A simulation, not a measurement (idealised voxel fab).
The name of this process module is voxel tone inversion.
In the cross-section labelled cut, the width is 230 nm and each square cell is 5 nm.
Cross-sections here: square-cell grids, written as top-down lists of bands, a band being one or more rows of cells.
Band: top and bottom heights (nm) first, top before bottom; then materials from left to right, widths in nm. "full width" marks a sole material filling the band edge to edge. "air" denotes empty space.
Height reference: 0 = level under which incoming wafer is all one material. Lowest band: no bottom, runs on downward, e.g. "0 nm and below".
Per-row width for "30 to 40": begins at first number (top row of band), ends at second number (bottom row), increment between rows held constant.
It should be understood that the words "nothing was modified", when stated for a given step, signify that the cross-section underwent no change in any of its cells during that step.
"Fully sealed cavities" lists enclosed empty spaces (at least 8 cells, no open path upward to the top), each as width x height at distance from the left edge, in nm.
Heads up: the bit after the settings on a step's line is the simulator's remark on that step.
"overlay nm" on a masked step: distance the mask lay right of its planned place, negative for left.
For the reader: what remains of this document is a series of pairs, each showing a cross-section before one process step and a cross-section after that step which reaches down only to the lowest band that changed, with the step between them and its settings set out under the pair. It should not be assumed that a pair continues from the pair above it; the pairs can come from different runs of this module on the same starting wafer, and such continuity exists only where the entry headed "Pre-process state" says so.

**Pre-process state**
	0 nm and below: Si full width
	Fully sealed cavities: none

**Structure After Step**
	10 nm to 0 nm: SiN full width
	Everything under 0 stays put, no change at all.
	Fully sealed cavities: none
The before and after cross-sections above are linked by CONFORMAL_DEP: material SiN, thk nm 10

Pre-process state: after-step cross-section of the pair just above applies.

**Structure After Step**
	25 nm to 10 nm: polySi full width
	Everything under 10 stays put, no change at all.
	Fully sealed cavities: none
The before and after cross-sections above are linked by DIRECTIONAL_DEP: material polySi, thk nm 15

Pre-process state: after-step cross-section of the pair just above applies.

**Structure After Step**
	50 nm to 25 nm: 60 of air, then 15 of resist, then 15 of air, then 15 of resist, then 15 of air, then 15 of resist, then 15 of air, then 15 of resist, then 65 of air
	Everything under 25 stays put, no change at all.
	Fully sealed cavities: none
The before and after cross-sections above are linked by PATTERN: tone cover, mask id POSTS, material resist, width nm 15, pitch nm 30, thk nm 25, overlay nm 0

Pre-process state: after-step cross-section of the pair just above applies.

**Structure After Step**
	50 nm to 25 nm: 60 of air, then 15 of resist, then 15 of air, then 15 of resist, then 15 of air, then 15 of resist, then 15 of air, then 15 of resist, then 65 of air
	25 nm to 10 nm: 60 of air, then 15 of polySi, then 15 of air, then 15 of polySi, then 15 of air, then 15 of polySi, then 15 of air, then 15 of polySi, then 65 of air
	Everything under 10 stays put, no change at all.
	Fully sealed cavities: none
The before and after cross-sections above are linked by DIRECTIONAL_ETCH: etch materials polySi, depth nm 15

Pre-process state: after-step cross-section of the pair just above applies.

**Structure After Step**
	25 nm to 10 nm: 60 of air, then 15 of polySi, then 15 of air, then 15 of polySi, then 15 of air, then 15 of polySi, then 15 of air, then 15 of polySi, then 65 of air
	Everything under 10 stays put, no change at all.
	Fully sealed cavities: none
The before and after cross-sections above are linked by STRIP: etch materials resist

Pre-process state: after-step cross-section of the pair just above applies.

**Structure After Step**
	35 nm to 25 nm: lowk full width
	25 nm to 10 nm: 60 of lowk, then 15 of polySi, then 15 of lowk, then 15 of polySi, then 15 of lowk, then 15 of polySi, then 15 of lowk, then 15 of polySi, then 65 of lowk
	Everything under 10 stays put, no change at all.
	Fully sealed cavities: none
The before and after cross-sections above are linked by FILL_DEP: material lowk, thk nm 10

Pre-process state: after-step cross-section of the pair just above applies.

**Structure After Step**
	25 nm to 10 nm: 60 of lowk, then 15 of polySi, then 15 of lowk, then 15 of polySi, then 15 of lowk, then 15 of polySi, then 15 of lowk, then 15 of polySi, then 65 of lowk
	Everything under 10 stays put, no change at all.
	Fully sealed cavities: none
The before and after cross-sections above are linked by CMP: height nm 25

Pre-process state: after-step cross-section of the pair just above applies.

**Structure After Step**
	25 nm to 10 nm: 60 of lowk, then 15 of air, then 15 of lowk, then 15 of air, then 15 of lowk, then 15 of air, then 15 of lowk, then 15 of air, then 65 of lowk
	Everything under 10 stays put, no change at all.
	Fully sealed cavities: none
The before and after cross-sections above are linked by STRIP: etch materials polySi

Pre-process state: after-step cross-section of the pair just above applies.

**Structure After Step**
	30 nm to 25 nm: 65 of TiN, then 5 of air, then 25 of TiN, then 5 of air, then 25 of TiN, then 5 of air, then 25 of TiN, then 5 of air, then 70 of TiN
	25 nm to 15 nm: 60 of lowk, then 5 of TiN, then 5 of air, then 5 of TiN, then 15 of lowk, then 5 of TiN, then 5 of air, then 5 of TiN, then 15 of lowk, then 5 of TiN, then 5 of air, then 5 of TiN, then 15 of lowk, then 5 of TiN, then 5 of air, then 5 of TiN, then 65 of lowk
	15 nm to 10 nm: 60 of lowk, then 15 of TiN, then 15 of lowk, then 15 of TiN, then 15 of lowk, then 15 of TiN, then 15 of lowk, then 15 of TiN, then 65 of lowk
	Everything under 10 stays put, no change at all.
	Fully sealed cavities: none
The before and after cross-sections above are linked by CONFORMAL_DEP: material TiN, thk nm 5

Pre-process state: after-step cross-section of the pair just above applies.

**Structure After Step**
	40 nm to 30 nm: W full width
	30 nm to 25 nm: 65 of TiN, then 5 of W, then 25 of TiN, then 5 of W, then 25 of TiN, then 5 of W, then 25 of TiN, then 5 of W, then 70 of TiN
	25 nm to 15 nm: 60 of lowk, then 5 of TiN, then 5 of W, then 5 of TiN, then 15 of lowk, then 5 of TiN, then 5 of W, then 5 of TiN, then 15 of lowk, then 5 of TiN, then 5 of W, then 5 of TiN, then 15 of lowk, then 5 of TiN, then 5 of W, then 5 of TiN, then 65 of lowk
	Everything under 15 stays put, no change at all.
	Fully sealed cavities: none
The before and after cross-sections above are linked by FILL_DEP: material W, thk nm 10

Pre-process state: after-step cross-section of the pair just above applies.

**Structure After Step**
	25 nm to 15 nm: 60 of lowk, then 5 of TiN, then 5 of W, then 5 of TiN, then 15 of lowk, then 5 of TiN, then 5 of W, then 5 of TiN, then 15 of lowk, then 5 of TiN, then 5 of W, then 5 of TiN, then 15 of lowk, then 5 of TiN, then 5 of W, then 5 of TiN, then 65 of lowk
	Everything under 15 stays put, no change at all.
	Fully sealed cavities: none
The before and after cross-sections above are linked by CMP: height nm 25

Pre-process state: after-step cross-section of the pair just above applies.

**Structure After Step**
	30 nm to 25 nm: SiCN full width
	Everything under 25 stays put, no change at all.
	Fully sealed cavities: none
The before and after cross-sections above are linked by CONFORMAL_DEP: material SiCN, thk nm 5

**Pre-process state**
	40 nm to 30 nm: W full width
	30 nm to 25 nm: 65 of TiN, then 5 of W, then 25 of TiN, then 5 of W, then 25 of TiN, then 5 of W, then 25 of TiN, then 5 of W, then 70 of TiN
	25 nm to 15 nm: 60 of lowk, then 5 of TiN, then 5 of W, then 5 of TiN, then 15 of lowk, then 5 of TiN, then 5 of W, then 5 of TiN, then 15 of lowk, then 5 of TiN, then 5 of W, then 5 of TiN, then 15 of lowk, then 5 of TiN, then 5 of W, then 5 of TiN, then 65 of lowk
	15 nm to 10 nm: 60 of lowk, then 15 of TiN, then 15 of lowk, then 15 of TiN, then 15 of lowk, then 15 of TiN, then 15 of lowk, then 15 of TiN, then 65 of lowk
	10 nm to 0 nm: SiN full width
	0 nm and below: Si full width
	Fully sealed cavities: none

**Structure After Step**
	45 nm to 40 nm: SiCN full width
	Everything under 40 stays put, no change at all.
	Fully sealed cavities: none
The before and after cross-sections above are linked by CONFORMAL_DEP: material SiCN, thk nm 5

**Pre-process state**
	0 nm and below: Si full width
	Fully sealed cavities: none

**Structure After Step**
	15 nm to 0 nm: polySi full width
	Everything under 0 stays put, no change at all.
	Fully sealed cavities: none
The before and after cross-sections above are linked by DIRECTIONAL_DEP: material polySi, thk nm 15

Pre-process state: after-step cross-section of the pair just above applies.

**Structure After Step**
	25 nm to 15 nm: SiN full width
	Everything under 15 stays put, no change at all.
	Fully sealed cavities: none
The before and after cross-sections above are linked by CONFORMAL_DEP: material SiN, thk nm 10

Pre-process state: after-step cross-section of the pair just above applies.

**Structure After Step**
	50 nm to 25 nm: 60 of air, then 15 of resist, then 15 of air, then 15 of resist, then 15 of air, then 15 of resist, then 15 of air, then 15 of resist, then 65 of air
	Everything under 25 stays put, no change at all.
	Fully sealed cavities: none
The before and after cross-sections above are linked by PATTERN: tone cover, mask id POSTS, material resist, width nm 15, pitch nm 30, thk nm 25, overlay nm 0

Pre-process state: after-step cross-section of the pair just above applies.

**Structure After Step**
	25 nm to 15 nm: SiN full width
	Everything under 15 stays put, no change at all.
	Fully sealed cavities: none
The before and after cross-sections above are linked by STRIP: etch materials resist

Pre-process state: after-step cross-section of the pair just above applies.

**Structure After Step**
	35 nm to 25 nm: lowk full width
	Everything under 25 stays put, no change at all.
	Fully sealed cavities: none
The before and after cross-sections above are linked by FILL_DEP: material lowk, thk nm 10

Pre-process state: after-step cross-section of the pair just above applies.

**Structure After Step**
	25 nm to 15 nm: SiN full width
	Everything under 15 stays put, no change at all.
	Fully sealed cavities: none
The before and after cross-sections above are linked by CMP: height nm 25

Pre-process state: after-step cross-section of the pair just above applies.

**Structure After Step**
	30 nm to 25 nm: TiN full width
	Everything under 25 stays put, no change at all.
	Fully sealed cavities: none
The before and after cross-sections above are linked by CONFORMAL_DEP: material TiN, thk nm 5

Pre-process state: after-step cross-section of the pair just above applies.

**Structure After Step**
	40 nm to 30 nm: W full width
	Everything under 30 stays put, no change at all.
	Fully sealed cavities: none
The before and after cross-sections above are linked by FILL_DEP: material W, thk nm 10

Pre-process state: after-step cross-section of the pair just above applies.

**Structure After Step**
	25 nm to 15 nm: SiN full width
	Everything under 15 stays put, no change at all.
	Fully sealed cavities: none
The before and after cross-sections above are linked by CMP: height nm 25

Pre-process state: after-step cross-section of the pair just above applies.

**Structure After Step**
	30 nm to 25 nm: SiCN full width
	Everything under 25 stays put, no change at all.
	Fully sealed cavities: none
The before and after cross-sections above are linked by CONFORMAL_DEP: material SiCN, thk nm 5

**Pre-process state**
	0 nm and below: Si full width
	Fully sealed cavities: none

**Structure After Step**
	15 nm to 0 nm: SiN full width
	Everything under 0 stays put, no change at all.
	Fully sealed cavities: none
The before and after cross-sections above are linked by CONFORMAL_DEP: material SiN, thk nm 15

Pre-process state: after-step cross-section of the pair just above applies.

**Structure After Step**
	30 nm to 15 nm: polySi full width
	Everything under 15 stays put, no change at all.
	Fully sealed cavities: none
The before and after cross-sections above are linked by DIRECTIONAL_DEP: material polySi, thk nm 15

Pre-process state: after-step cross-section of the pair just above applies.

**Structure After Step**
	55 nm to 30 nm: 60 of air, then 15 of resist, then 15 of air, then 15 of resist, then 15 of air, then 15 of resist, then 15 of air, then 15 of resist, then 65 of air
	Everything under 30 stays put, no change at all.
	Fully sealed cavities: none
The before and after cross-sections above are linked by PATTERN: tone cover, mask id POSTS, material resist, width nm 15, pitch nm 30, thk nm 25, overlay nm 0

Pre-process state: after-step cross-section of the pair just above applies.

**Structure After Step**
	55 nm to 30 nm: 60 of air, then 15 of resist, then 15 of air, then 15 of resist, then 15 of air, then 15 of resist, then 15 of air, then 15 of resist, then 65 of air
	30 nm to 15 nm: 60 of air, then 15 of polySi, then 15 of air, then 15 of polySi, then 15 of air, then 15 of polySi, then 15 of air, then 15 of polySi, then 65 of air
	Everything under 15 stays put, no change at all.
	Fully sealed cavities: none
The before and after cross-sections above are linked by DIRECTIONAL_ETCH: etch materials polySi, depth nm 15

Pre-process state: after-step cross-section of the pair just above applies.

**Structure After Step**
	30 nm to 15 nm: 60 of air, then 15 of polySi, then 15 of air, then 15 of polySi, then 15 of air, then 15 of polySi, then 15 of air, then 15 of polySi, then 65 of air
	Everything under 15 stays put, no change at all.
	Fully sealed cavities: none
The before and after cross-sections above are linked by STRIP: etch materials resist

Pre-process state: after-step cross-section of the pair just above applies.

**Structure After Step**
	40 nm to 30 nm: lowk full width
	30 nm to 15 nm: 60 of lowk, then 15 of polySi, then 15 of lowk, then 15 of polySi, then 15 of lowk, then 15 of polySi, then 15 of lowk, then 15 of polySi, then 65 of lowk
	Everything under 15 stays put, no change at all.
	Fully sealed cavities: none
The before and after cross-sections above are linked by FILL_DEP: material lowk, thk nm 10

Pre-process state: after-step cross-section of the pair just above applies.

**Structure After Step**
	25 nm to 15 nm: 60 of lowk, then 15 of polySi, then 15 of lowk, then 15 of polySi, then 15 of lowk, then 15 of polySi, then 15 of lowk, then 15 of polySi, then 65 of lowk
	Everything under 15 stays put, no change at all.
	Fully sealed cavities: none
The before and after cross-sections above are linked by CMP: height nm 25

Pre-process state: after-step cross-section of the pair just above applies.

**Structure After Step**
	25 nm to 15 nm: 60 of lowk, then 15 of air, then 15 of lowk, then 15 of air, then 15 of lowk, then 15 of air, then 15 of lowk, then 15 of air, then 65 of lowk
	Everything under 15 stays put, no change at all.
	Fully sealed cavities: none
The before and after cross-sections above are linked by STRIP: etch materials polySi

Pre-process state: after-step cross-section of the pair just above applies.

**Structure After Step**
	30 nm to 25 nm: 65 of TiN, then 5 of air, then 25 of TiN, then 5 of air, then 25 of TiN, then 5 of air, then 25 of TiN, then 5 of air, then 70 of TiN
	25 nm to 20 nm: 60 of lowk, then 5 of TiN, then 5 of air, then 5 of TiN, then 15 of lowk, then 5 of TiN, then 5 of air, then 5 of TiN, then 15 of lowk, then 5 of TiN, then 5 of air, then 5 of TiN, then 15 of lowk, then 5 of TiN, then 5 of air, then 5 of TiN, then 65 of lowk
	20 nm to 15 nm: 60 of lowk, then 15 of TiN, then 15 of lowk, then 15 of TiN, then 15 of lowk, then 15 of TiN, then 15 of lowk, then 15 of TiN, then 65 of lowk
	Everything under 15 stays put, no change at all.
	Fully sealed cavities: none
The before and after cross-sections above are linked by CONFORMAL_DEP: material TiN, thk nm 5

Pre-process state: after-step cross-section of the pair just above applies.

**Structure After Step**
	40 nm to 30 nm: W full width
	30 nm to 25 nm: 65 of TiN, then 5 of W, then 25 of TiN, then 5 of W, then 25 of TiN, then 5 of W, then 25 of TiN, then 5 of W, then 70 of TiN
	25 nm to 20 nm: 60 of lowk, then 5 of TiN, then 5 of W, then 5 of TiN, then 15 of lowk, then 5 of TiN, then 5 of W, then 5 of TiN, then 15 of lowk, then 5 of TiN, then 5 of W, then 5 of TiN, then 15 of lowk, then 5 of TiN, then 5 of W, then 5 of TiN, then 65 of lowk
	Everything under 20 stays put, no change at all.
	Fully sealed cavities: none
The before and after cross-sections above are linked by FILL_DEP: material W, thk nm 10

Pre-process state: after-step cross-section of the pair just above applies.

**Structure After Step**
	25 nm to 20 nm: 60 of lowk, then 5 of TiN, then 5 of W, then 5 of TiN, then 15 of lowk, then 5 of TiN, then 5 of W, then 5 of TiN, then 15 of lowk, then 5 of TiN, then 5 of W, then 5 of TiN, then 15 of lowk, then 5 of TiN, then 5 of W, then 5 of TiN, then 65 of lowk
	Everything under 20 stays put, no change at all.
	Fully sealed cavities: none
The before and after cross-sections above are linked by CMP: height nm 25

Pre-process state: after-step cross-section of the pair just above applies.

**Structure After Step**
	30 nm to 25 nm: SiCN full width
	Everything under 25 stays put, no change at all.
	Fully sealed cavities: none
The before and after cross-sections above are linked by CONFORMAL_DEP: material SiCN, thk nm 5

**Pre-process state**
	25 nm to 10 nm: polySi full width
	10 nm to 0 nm: SiN full width
	0 nm and below: Si full width
	Fully sealed cavities: none

**Structure After Step**
	50 nm to 25 nm: 55 of air, then 15 of resist, then 15 of air, then 15 of resist, then 15 of air, then 15 of resist, then 15 of air, then 15 of resist, then 70 of air
	Everything under 25 stays put, no change at all.
	Fully sealed cavities: none
The before and after cross-sections above are linked by PATTERN: tone cover, mask id POSTS, material resist, width nm 15, pitch nm 30, thk nm 25, overlay nm -5

Pre-process state: after-step cross-section of the pair just above applies.

**Structure After Step**
	50 nm to 25 nm: 55 of air, then 15 of resist, then 15 of air, then 15 of resist, then 15 of air, then 15 of resist, then 15 of air, then 15 of resist, then 70 of air
	25 nm to 10 nm: 55 of air, then 15 of polySi, then 15 of air, then 15 of polySi, then 15 of air, then 15 of polySi, then 15 of air, then 15 of polySi, then 70 of air
	Everything under 10 stays put, no change at all.
	Fully sealed cavities: none
The before and after cross-sections above are linked by DIRECTIONAL_ETCH: etch materials polySi, depth nm 15

Pre-process state: after-step cross-section of the pair just above applies.

**Structure After Step**
	25 nm to 10 nm: 55 of air, then 15 of polySi, then 15 of air, then 15 of polySi, then 15 of air, then 15 of polySi, then 15 of air, then 15 of polySi, then 70 of air
	Everything under 10 stays put, no change at all.
	Fully sealed cavities: none
The before and after cross-sections above are linked by STRIP: etch materials resist

Pre-process state: after-step cross-section of the pair just above applies.

**Structure After Step**
	35 nm to 25 nm: lowk full width
	25 nm to 10 nm: 55 of lowk, then 15 of polySi, then 15 of lowk, then 15 of polySi, then 15 of lowk, then 15 of polySi, then 15 of lowk, then 15 of polySi, then 70 of lowk
	Everything under 10 stays put, no change at all.
	Fully sealed cavities: none
The before and after cross-sections above are linked by FILL_DEP: material lowk, thk nm 10

Pre-process state: after-step cross-section of the pair just above applies.

**Structure After Step**
	25 nm to 10 nm: 55 of lowk, then 15 of polySi, then 15 of lowk, then 15 of polySi, then 15 of lowk, then 15 of polySi, then 15 of lowk, then 15 of polySi, then 70 of lowk
	Everything under 10 stays put, no change at all.
	Fully sealed cavities: none
The before and after cross-sections above are linked by CMP: height nm 25

Pre-process state: after-step cross-section of the pair just above applies.

**Structure After Step**
	25 nm to 10 nm: 55 of lowk, then 15 of air, then 15 of lowk, then 15 of air, then 15 of lowk, then 15 of air, then 15 of lowk, then 15 of air, then 70 of lowk
	Everything under 10 stays put, no change at all.
	Fully sealed cavities: none
The before and after cross-sections above are linked by STRIP: etch materials polySi

Pre-process state: after-step cross-section of the pair just above applies.

**Structure After Step**
	30 nm to 25 nm: 60 of TiN, then 5 of air, then 25 of TiN, then 5 of air, then 25 of TiN, then 5 of air, then 25 of TiN, then 5 of air, then 75 of TiN
	25 nm to 15 nm: 55 of lowk, then 5 of TiN, then 5 of air, then 5 of TiN, then 15 of lowk, then 5 of TiN, then 5 of air, then 5 of TiN, then 15 of lowk, then 5 of TiN, then 5 of air, then 5 of TiN, then 15 of lowk, then 5 of TiN, then 5 of air, then 5 of TiN, then 70 of lowk
	15 nm to 10 nm: 55 of lowk, then 15 of TiN, then 15 of lowk, then 15 of TiN, then 15 of lowk, then 15 of TiN, then 15 of lowk, then 15 of TiN, then 70 of lowk
	Everything under 10 stays put, no change at all.
	Fully sealed cavities: none
The before and after cross-sections above are linked by CONFORMAL_DEP: material TiN, thk nm 5

Pre-process state: after-step cross-section of the pair just above applies.

**Structure After Step**
	40 nm to 30 nm: W full width
	30 nm to 25 nm: 60 of TiN, then 5 of W, then 25 of TiN, then 5 of W, then 25 of TiN, then 5 of W, then 25 of TiN, then 5 of W, then 75 of TiN
	25 nm to 15 nm: 55 of lowk, then 5 of TiN, then 5 of W, then 5 of TiN, then 15 of lowk, then 5 of TiN, then 5 of W, then 5 of TiN, then 15 of lowk, then 5 of TiN, then 5 of W, then 5 of TiN, then 15 of lowk, then 5 of TiN, then 5 of W, then 5 of TiN, then 70 of lowk
	Everything under 15 stays put, no change at all.
	Fully sealed cavities: none
The before and after cross-sections above are linked by FILL_DEP: material W, thk nm 10

Pre-process state: after-step cross-section of the pair just above applies.

**Structure After Step**
	25 nm to 15 nm: 55 of lowk, then 5 of TiN, then 5 of W, then 5 of TiN, then 15 of lowk, then 5 of TiN, then 5 of W, then 5 of TiN, then 15 of lowk, then 5 of TiN, then 5 of W, then 5 of TiN, then 15 of lowk, then 5 of TiN, then 5 of W, then 5 of TiN, then 70 of lowk
	Everything under 15 stays put, no change at all.
	Fully sealed cavities: none
The before and after cross-sections above are linked by CMP: height nm 25

Pre-process state: after-step cross-section of the pair just above applies.

**Structure After Step**
	30 nm to 25 nm: SiCN full width
	Everything under 25 stays put, no change at all.
	Fully sealed cavities: none
The before and after cross-sections above are linked by CONFORMAL_DEP: material SiCN, thk nm 5

**Pre-process state**
	25 nm to 15 nm: 60 of lowk, then 5 of TiN, then 5 of W, then 5 of TiN, then 15 of lowk, then 5 of TiN, then 5 of W, then 5 of TiN, then 15 of lowk, then 5 of TiN, then 5 of W, then 5 of TiN, then 15 of lowk, then 5 of TiN, then 5 of W, then 5 of TiN, then 65 of lowk
	15 nm to 10 nm: 60 of lowk, then 15 of TiN, then 15 of lowk, then 15 of TiN, then 15 of lowk, then 15 of TiN, then 15 of lowk, then 15 of TiN, then 65 of lowk
	10 nm to 0 nm: SiN full width
	0 nm and below: Si full width
	Fully sealed cavities: none

**Structure After Step**
	30 nm to 25 nm: polySi full width
	Everything under 25 stays put, no change at all.
	Fully sealed cavities: none
The before and after cross-sections above are linked by CONFORMAL_DEP: material polySi, thk nm 5

**Pre-process state**
	25 nm to 10 nm: polySi full width
	10 nm to 0 nm: SiN full width
	0 nm and below: Si full width
	Fully sealed cavities: none

**Structure After Step**
	50 nm to 25 nm: 60 of resist, then 15 of air, then 15 of resist, then 15 of air, then 15 of resist, then 15 of air, then 15 of resist, then 15 of air, then 65 of resist
	Everything under 25 stays put, no change at all.
	Fully sealed cavities: none
The before and after cross-sections above are linked by PATTERN: tone open, mask id POSTS, material resist, width nm 15, pitch nm 30, thk nm 25, overlay nm 0

Pre-process state: after-step cross-section of the pair just above applies.

**Structure After Step**
	50 nm to 25 nm: 60 of resist, then 15 of air, then 15 of resist, then 15 of air, then 15 of resist, then 15 of air, then 15 of resist, then 15 of air, then 65 of resist
	25 nm to 10 nm: 60 of polySi, then 15 of air, then 15 of polySi, then 15 of air, then 15 of polySi, then 15 of air, then 15 of polySi, then 15 of air, then 65 of polySi
	Everything under 10 stays put, no change at all.
	Fully sealed cavities: none
The before and after cross-sections above are linked by DIRECTIONAL_ETCH: etch materials polySi, depth nm 15

Pre-process state: after-step cross-section of the pair just above applies.

**Structure After Step**
	25 nm to 10 nm: 60 of polySi, then 15 of air, then 15 of polySi, then 15 of air, then 15 of polySi, then 15 of air, then 15 of polySi, then 15 of air, then 65 of polySi
	Everything under 10 stays put, no change at all.
	Fully sealed cavities: none
The before and after cross-sections above are linked by STRIP: etch materials resist

Pre-process state: after-step cross-section of the pair just above applies.

**Structure After Step**
	35 nm to 25 nm: lowk full width
	25 nm to 10 nm: 60 of polySi, then 15 of lowk, then 15 of polySi, then 15 of lowk, then 15 of polySi, then 15 of lowk, then 15 of polySi, then 15 of lowk, then 65 of polySi
	Everything under 10 stays put, no change at all.
	Fully sealed cavities: none
The before and after cross-sections above are linked by FILL_DEP: material lowk, thk nm 10

Pre-process state: after-step cross-section of the pair just above applies.

**Structure After Step**
	25 nm to 10 nm: 60 of polySi, then 15 of lowk, then 15 of polySi, then 15 of lowk, then 15 of polySi, then 15 of lowk, then 15 of polySi, then 15 of lowk, then 65 of polySi
	Everything under 10 stays put, no change at all.
	Fully sealed cavities: none
The before and after cross-sections above are linked by CMP: height nm 25

Pre-process state: after-step cross-section of the pair just above applies.

**Structure After Step**
	25 nm to 10 nm: 60 of air, then 15 of lowk, then 15 of air, then 15 of lowk, then 15 of air, then 15 of lowk, then 15 of air, then 15 of lowk, then 65 of air
	Everything under 10 stays put, no change at all.
	Fully sealed cavities: none
The before and after cross-sections above are linked by STRIP: etch materials polySi

Pre-process state: after-step cross-section of the pair just above applies.

**Structure After Step**
	30 nm to 25 nm: 55 of air, then 25 of TiN, then 5 of air, then 25 of TiN, then 5 of air, then 25 of TiN, then 5 of air, then 25 of TiN, then 60 of air
	25 nm to 15 nm: 55 of air, then 5 of TiN, then 15 of lowk, then 5 of TiN, then 5 of air, then 5 of TiN, then 15 of lowk, then 5 of TiN, then 5 of air, then 5 of TiN, then 15 of lowk, then 5 of TiN, then 5 of air, then 5 of TiN, then 15 of lowk, then 5 of TiN, then 60 of air
	15 nm to 10 nm: 60 of TiN, then 15 of lowk, then 15 of TiN, then 15 of lowk, then 15 of TiN, then 15 of lowk, then 15 of TiN, then 15 of lowk, then 65 of TiN
	Everything under 10 stays put, no change at all.
	Fully sealed cavities: none
The before and after cross-sections above are linked by CONFORMAL_DEP: material TiN, thk nm 5

Pre-process state: after-step cross-section of the pair just above applies.

**Structure After Step**
	40 nm to 30 nm: W full width
	30 nm to 25 nm: 55 of W, then 25 of TiN, then 5 of W, then 25 of TiN, then 5 of W, then 25 of TiN, then 5 of W, then 25 of TiN, then 60 of W
	25 nm to 15 nm: 55 of W, then 5 of TiN, then 15 of lowk, then 5 of TiN, then 5 of W, then 5 of TiN, then 15 of lowk, then 5 of TiN, then 5 of W, then 5 of TiN, then 15 of lowk, then 5 of TiN, then 5 of W, then 5 of TiN, then 15 of lowk, then 5 of TiN, then 60 of W
	Everything under 15 stays put, no change at all.
	Fully sealed cavities: none
The before and after cross-sections above are linked by FILL_DEP: material W, thk nm 10

Pre-process state: after-step cross-section of the pair just above applies.

**Structure After Step**
	25 nm to 15 nm: 55 of W, then 5 of TiN, then 15 of lowk, then 5 of TiN, then 5 of W, then 5 of TiN, then 15 of lowk, then 5 of TiN, then 5 of W, then 5 of TiN, then 15 of lowk, then 5 of TiN, then 5 of W, then 5 of TiN, then 15 of lowk, then 5 of TiN, then 60 of W
	Everything under 15 stays put, no change at all.
	Fully sealed cavities: none
The before and after cross-sections above are linked by CMP: height nm 25

Pre-process state: after-step cross-section of the pair just above applies.

**Structure After Step**
	30 nm to 25 nm: SiCN full width
	Everything under 25 stays put, no change at all.
	Fully sealed cavities: none
The before and after cross-sections above are linked by CONFORMAL_DEP: material SiCN, thk nm 5
